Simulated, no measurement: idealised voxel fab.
process module | voxel double patterning
cross-section cut | 235 nm wide | cells 5 nm
A cross-section is a grid of square cells, given in bands from the top down. A band is one or more rows of cells.
Each band's line starts with the height of the band's top and of its bottom, in nm. Then come its materials from left to right, each with its width in nm. One material with "throughout" fills the band from edge to edge. "air" is empty space.
Height 0 is the level under which the wafer as received is all one material. The lowest band goes on downwards, as in "0 down".
A width such as "30 to 40" changes by the same amount from each row of cells to the next, from the band's top row to its bottom row.
"no change" after a step means that no cell of the cross-section changed.
closed voids: empty space of 8 cells or more with no open way to the top, each as width x height at its distance from the left edge, in nm
after a step's settings: what the simulator itself notes on the step
overlay nm, on a step with a mask: how far to the right of its planned place the mask lay; to the left if negative
plan
1 op RECEIVE | material Si
2 op CONFORMAL_DEP | material SiO2 | thk nm 10
3 op DIRECTIONAL_DEP | material W | thk nm 15
4 op DIRECTIONAL_DEP | material SiN | thk nm 5
5 op PATTERN | tone open | mask id FIRST | material resist | width nm 15 | pitch nm 50 | thk nm 20 | overlay nm 0
6 op DIRECTIONAL_ETCH | etch materials SiN | depth nm 5
7 op STRIP | etch materials resist
8 op MASKED_ETCH | tone open | mask id SECOND | width nm 15 | etch materials SiN | depth nm 5 | overlay nm 0
9 op DIRECTIONAL_ETCH | etch materials W | depth nm 15
10 op STRIP | etch materials SiN
first wafer, as planned
as received, after step 1
  0 down: Si throughout
  closed voids: none
after step 2
  10 to 0: SiO2 throughout
  below 0: unchanged
after step 3
  25 to 10: W throughout
  below 10: unchanged
after step 4
  30 to 25: SiN throughout
  below 25: unchanged
after step 5
  50 to 30: resist 85 | air 15 | resist 35 | air 15 | resist 85
  below 30: unchanged
after step 6
  50 to 30: resist 85 | air 15 | resist 35 | air 15 | resist 85
  30 to 25: SiN 85 | air 15 | SiN 35 | air 15 | SiN 85
  below 25: unchanged
after step 7
  30 to 25: SiN 85 | air 15 | SiN 35 | air 15 | SiN 85
  below 25: unchanged
after step 8
  30 to 25: SiN 85 | air 15 | SiN 10 | air 15 | SiN 10 | air 15 | SiN 85
  below 25: unchanged
after step 9
  30 to 25: SiN 85 | air 15 | SiN 10 | air 15 | SiN 10 | air 15 | SiN 85
  25 to 10: W 85 | air 15 | W 10 | air 15 | W 10 | air 15 | W 85
  below 10: unchanged
after step 10
  25 to 10: W 85 | air 15 | W 10 | air 15 | W 10 | air 15 | W 85
  below 10: unchanged
second wafer: like start, like plan, one mistake. Through step 7 it matches the first wafer
when step 8 should have ended
  30 to 25: air 110 | SiN 15 | air 110
  below 25: unchanged
when step 9 should have ended
  30 to 25: air 110 | SiN 15 | air 110
  25 to 10: air 110 | W 15 | air 110
  below 10: unchanged
when step 10 should have ended
  25 to 10: air 110 | W 15 | air 110
  below 10: unchanged
what went wrong: step 8 ran as: op MASKED_ETCH | tone cover | mask id SECOND | width nm 15 | etch materials SiN | depth nm 5 | overlay nm 0
at the end the second wafer has, in cells: 105 fewer of W
